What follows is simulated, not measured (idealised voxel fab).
process module | voxel capacitor over wiring
cross-section cut | 300 nm wide | cells 5 nm
A cross-section is a grid of square cells, given in bands from the top down. A band is one or more rows of cells.
Each band's line starts with the height of the band's top and of its bottom, in nm. Then come its materials from left to right, each with its width in nm. One material with "throughout" fills the band from edge to edge. "air" is empty space.
Height 0 is the level under which the wafer as received is all one material. The lowest band goes on downwards, as in "0 down".
A width such as "30 to 40" changes by the same amount from each row of cells to the next, from the band's top row to its bottom row.
"no change" after a step means that no cell of the cross-section changed.
closed voids: empty space of 8 cells or more with no open way to the top, each as width x height at its distance from the left edge, in nm
after a step's settings: what the simulator itself notes on the step
overlay nm, on a step with a mask: how far to the right of its planned place the mask lay; to the left if negative
plan
1 op RECEIVE | material Si
2 op CONFORMAL_DEP | material SiO2 | thk nm 15
3 op DIRECTIONAL_DEP | material TiN | thk nm 5
4 op DIRECTIONAL_DEP | material Ru | thk nm 15
5 op DIRECTIONAL_DEP | material aC | thk nm 10
6 op PATTERN | tone cover | mask id METAL_1 | material resist | width nm 25 | pitch nm 80 | thk nm 25 | overlay nm 0
7 op DIRECTIONAL_ETCH | etch materials aC | depth nm 10
8 op STRIP | etch materials resist
9 op DIRECTIONAL_ETCH | etch materials Ru | depth nm 15
10 op DIRECTIONAL_ETCH | etch materials TiN | depth nm 5
11 op STRIP | etch materials aC
12 op FILL_DEP | material SiO2 | thk nm 10
13 op CMP | height nm 35
14 op CONFORMAL_DEP | material SiCN | thk nm 5
15 op DIRECTIONAL_DEP | material SiO2 | thk nm 20
16 op MASKED_ETCH | tone open | mask id PLUG_1 | width nm 15 | etch materials SiO2 | depth nm 20 | overlay nm 0
17 op MASKED_ETCH | tone open | mask id PLUG_1 | width nm 15 | etch materials SiCN | depth nm 5 | overlay nm 0
18 op CONFORMAL_DEP | material TiN | thk nm 5
19 op FILL_DEP | material Ru | thk nm 5
20 op CMP | height nm 60
21 op DIRECTIONAL_DEP | material TiN | thk nm 10
22 op DIRECTIONAL_DEP | material Al2O3 | thk nm 5
23 op DIRECTIONAL_DEP | material TiN | thk nm 5
24 op MASKED_ETCH | tone cover | mask id UPPER_PLATE | width nm 60 | etch materials TiN | depth nm 5 | overlay nm 0
25 op MASKED_ETCH | tone cover | mask id UPPER_PLATE | width nm 60 | etch materials Al2O3 | depth nm 5 | overlay nm 0
26 op MASKED_ETCH | tone cover | mask id LOWER_PLATE | width nm 70 | etch materials TiN | depth nm 10 | overlay nm 0
27 op FILL_DEP | material SiO2 | thk nm 15
28 op CMP | height nm 90
29 op DIRECTIONAL_DEP | material aC | thk nm 15
30 op PATTERN | tone open | mask id PLUG_2 | material resist | width nm 15 | thk nm 35 | overlay nm 0
31 op DIRECTIONAL_ETCH | etch materials aC | depth nm 15
32 op STRIP | etch materials resist
33 op DIRECTIONAL_ETCH | etch materials SiO2 | depth nm 10
34 op STRIP | etch materials aC
35 op CONFORMAL_DEP | material TiN | thk nm 5
36 op FILL_DEP | material Ru | thk nm 5
37 op CMP | height nm 90
38 op CONFORMAL_DEP | material SiN | thk nm 5
as received, after step 1
  0 down: Si throughout
  closed voids: none
a wafer at the end: this start, this plan, one mistake
  95 to 90: SiN throughout
  90 to 85: SiO2 115 | TiN 5 | Ru 5 | TiN 5 | SiO2 170
  85 to 75: SiO2 115 to 105 | TiN 15 to 60 | SiO2 170 to 135
  75 to 70: SiO2 105 | Al2O3 60 | SiO2 135
  70 to 60: SiO2 100 | TiN 70 | SiO2 130
  60 to 45: SiO2 105 | TiN 5 | Ru 5 | TiN 5 | SiO2 180
  45 to 40: SiO2 105 | TiN 15 | SiO2 180
  40 to 35: SiCN 115 | TiN 5 | SiCN 180
  35 to 20: SiO2 95 | Ru 25 | SiO2 55 | Ru 25 | SiO2 100
  20 to 15: SiO2 95 | TiN 25 | SiO2 55 | TiN 25 | SiO2 100
  15 to 0: SiO2 throughout
  0 down: Si throughout
  closed voids: none
what went wrong: step 17 ran as: op MASKED_ETCH | tone open | mask id PLUG_1 | width nm 15 | etch materials SiCN | depth nm 5 | overlay nm 10
